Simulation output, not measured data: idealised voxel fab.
Process module name: voxel capacitor over wiring
Cross-section cut spans 275 nm and uses square cells 5 nm in size.
If you're reading a cross-section in this doc, picture square cells in a grid; it comes to you as bands, top ones listed first down to the bottom, and a band can be one or more rows of cells. Within each band entry, the heights of the top and of the bottom of the band appear first, in that order and in nm; the materials of the band then follow from left to right, each with its corresponding width in nm. The designation "all across" on a single material indicates that it fills the band from edge to edge; the designation "empty" indicates empty space. Convention: height 0 is the level below which the wafer, as received, is all one material. The lowest band does not terminate at the bottom but continues downward, represented as "0 -> down". The two numbers in a width such as "30 to 40" mark its ends across the band: the first belongs to the top row of cells, the second to the bottom row, and from each row to the next the width moves by the same amount. "same as before" after a step means that no cell of the cross-section changed. Each empty space that has no open way to the top and spans at least 8 cells appears under "Sealed void list" as width x height at distance, the distance counted from the left edge, all in nm. On each step's line, the part that comes after the settings is the simulator's own comment on the step. Regarding "overlay nm": on a step with a mask, it is the distance the mask lay to the right of its planned place; a negative value places it to the left.

Intended process steps
1: RECEIVE | material Si
2: CONFORMAL_DEP | material SiO2 | thk nm 15
3: DIRECTIONAL_DEP | material TiN | thk nm 5
4: DIRECTIONAL_DEP | material W | thk nm 20
5: MASKED_ETCH | tone cover | mask id METAL_1 | width nm 30 | pitch nm 95 | etch materials W | depth nm 20 | overlay nm 0
6: MASKED_ETCH | tone cover | mask id METAL_1 | width nm 30 | pitch nm 95 | etch materials TiN | depth nm 5 | overlay nm 0
7: CONFORMAL_DEP | material SiCN | thk nm 5
8: FILL_DEP | material lowk | thk nm 10
9: CMP | height nm 40
10: CONFORMAL_DEP | material SiCN | thk nm 5
11: DIRECTIONAL_DEP | material SiO2 | thk nm 15
12: PATTERN | tone open | mask id PLUG_1 | material resist | width nm 15 | thk nm 20 | overlay nm 0
13: DIRECTIONAL_ETCH | etch materials SiO2 | depth nm 15
14: DIRECTIONAL_ETCH | etch materials SiCN | depth nm 5
15: STRIP | etch materials resist
16: CONFORMAL_DEP | material TiN | thk nm 5
17: FILL_DEP | material Cu | thk nm 5
18: CMP | height nm 60
19: DIRECTIONAL_DEP | material TiN | thk nm 5
20: DIRECTIONAL_DEP | material Al2O3 | thk nm 5
21: DIRECTIONAL_DEP | material TiN | thk nm 10
22: DIRECTIONAL_DEP | material aC | thk nm 10
23: PATTERN | tone cover | mask id UPPER_PLATE | material resist | width nm 70 | thk nm 30 | overlay nm 0
24: DIRECTIONAL_ETCH | etch materials aC | depth nm 10
25: STRIP | etch materials resist
26: DIRECTIONAL_ETCH | etch materials TiN | depth nm 10
27: DIRECTIONAL_ETCH | etch materials Al2O3 | depth nm 5
28: STRIP | etch materials aC
29: MASKED_ETCH | tone cover | mask id LOWER_PLATE | width nm 80 | etch materials TiN | depth nm 5 | overlay nm 0
30: FILL_DEP | material SiO2 | thk nm 20
31: CMP | height nm 95
32: DIRECTIONAL_DEP | material aC | thk nm 10
33: PATTERN | tone open | mask id PLUG_2 | material resist | width nm 15 | thk nm 30 | overlay nm 0
34: DIRECTIONAL_ETCH | etch materials aC | depth nm 10
35: STRIP | etch materials resist
36: DIRECTIONAL_ETCH | etch materials SiO2 | depth nm 15
37: STRIP | etch materials aC
38: CONFORMAL_DEP | material TiN | thk nm 5
39: FILL_DEP | material Ru | thk nm 5
40: CMP | height nm 95
41: CONFORMAL_DEP | material SiCN | thk nm 5

So this is the incoming wafer in cross-section - it's already been through step 1
> 0 -> down: Si all across
> Sealed void list: none

Figure: cross-sectional view of the wafer upon completion of the module, processed from the initial state and according to the plan depicted above, with one error introduced during execution
> 100 -> 95: SiCN all across
> 95 -> 85: SiO2 100 nm  TiN 5 nm  Ru 5 nm  TiN 5 nm  SiO2 160 nm
> 85 -> 80: SiO2 100 nm  TiN 15 nm  SiO2 160 nm
> 80 -> 70: SiO2 90 nm  TiN 70 nm  SiO2 115 nm
> 70 -> 65: SiO2 90 nm  Al2O3 70 nm  SiO2 115 nm
> 65 -> 60: SiO2 85 nm  TiN 80 nm  SiO2 110 nm
> 60 -> 55: SiCN 90 nm  TiN 15 nm  SiCN 170 nm
> 55 -> 45: lowk all across
> 45 -> 40: lowk 70 nm  SiCN 40 nm  lowk 55 nm  SiCN 40 nm  lowk 70 nm
> 40 -> 20: lowk 70 nm  SiCN 5 nm  W 30 nm  SiCN 5 nm  lowk 55 nm  SiCN 5 nm  W 30 nm  SiCN 5 nm  lowk 70 nm
> 20 -> 15: SiCN 75 nm  TiN 30 nm  SiCN 65 nm  TiN 30 nm  SiCN 75 nm
> 15 -> 0: SiO2 all across
> 0 -> down: Si all across
> Sealed void list: none
Where did the run depart from the plan? step 9 of the plan never got run, it was skipped over
